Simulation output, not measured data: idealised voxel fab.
process module | voxel tone inversion
cross-section cut | 235 nm wide | cells 5 nm
A cross-section is a grid of square cells, given in bands from the top down. A band is one or more rows of cells.
Each band's line starts with the height of the band's top and of its bottom, in nm. Then come its materials from left to right, each with its width in nm. One material with "throughout" fills the band from edge to edge. "air" is empty space.
Height 0 is the level under which the wafer as received is all one material. The lowest band goes on downwards, as in "0 down".
A width such as "30 to 40" changes by the same amount from each row of cells to the next, from the band's top row to its bottom row.
"no change" after a step means that no cell of the cross-section changed.
closed voids: empty space of 8 cells or more with no open way to the top, each as width x height at its distance from the left edge, in nm
after a step's settings: what the simulator itself notes on the step
overlay nm, on a step with a mask: how far to the right of its planned place the mask lay; to the left if negative
plan
1 op RECEIVE | material Si
2 op CONFORMAL_DEP | material SiCN | thk nm 5
3 op DIRECTIONAL_DEP | material aC | thk nm 25
4 op PATTERN | tone cover | mask id POSTS | material resist | width nm 20 | pitch nm 45 | thk nm 35 | overlay nm 0
5 op DIRECTIONAL_ETCH | etch materials aC | depth nm 25
6 op STRIP | etch materials resist
7 op FILL_DEP | material lowk | thk nm 10
8 op CMP | height nm 30
9 op STRIP | etch materials aC
10 op CONFORMAL_DEP | material TiN | thk nm 5
11 op FILL_DEP | material Ru | thk nm 10
12 op CMP | height nm 30
13 op CONFORMAL_DEP | material SiCN | thk nm 5
varied across the wafers: depth nm of step 5. The plan shows the first wafer's value. All wafers start alike
first wafer as received, after step 1
  0 down: Si throughout
  closed voids: none
first wafer at the end, after step 13
  35 to 30: SiCN throughout
  30 to 10: lowk 60 | TiN 5 | Ru 10 | TiN 5 | lowk 25 | TiN 5 | Ru 10 | TiN 5 | lowk 25 | TiN 5 | Ru 10 | TiN 5 | lowk 65
  10 to 5: lowk 60 | TiN 20 | lowk 25 | TiN 20 | lowk 25 | TiN 20 | lowk 65
  5 to 0: SiCN throughout
  0 down: Si throughout
  closed voids: none
last wafer at the end
  35 to 30: SiCN throughout
  30 to 25: lowk throughout
  25 to 5: lowk 60 | aC 20 | lowk 25 | aC 20 | lowk 25 | aC 20 | lowk 65
  5 to 0: SiCN throughout
  0 down: Si throughout
  closed voids: none
each wafer at the end: cells of each material gained (+) or lost (-) since it was received, then its closed voids
depth nm 25 | +24 Ru | +94 SiCN | +36 TiN | +175 lowk | closed voids: none
depth nm 30 | +24 Ru | +94 SiCN | +36 TiN | +175 lowk | closed voids: none
depth nm 35 | +24 Ru | +94 SiCN | +36 TiN | +175 lowk | closed voids: none
depth nm 40 | +94 SiCN | +48 aC | +187 lowk | closed voids: none
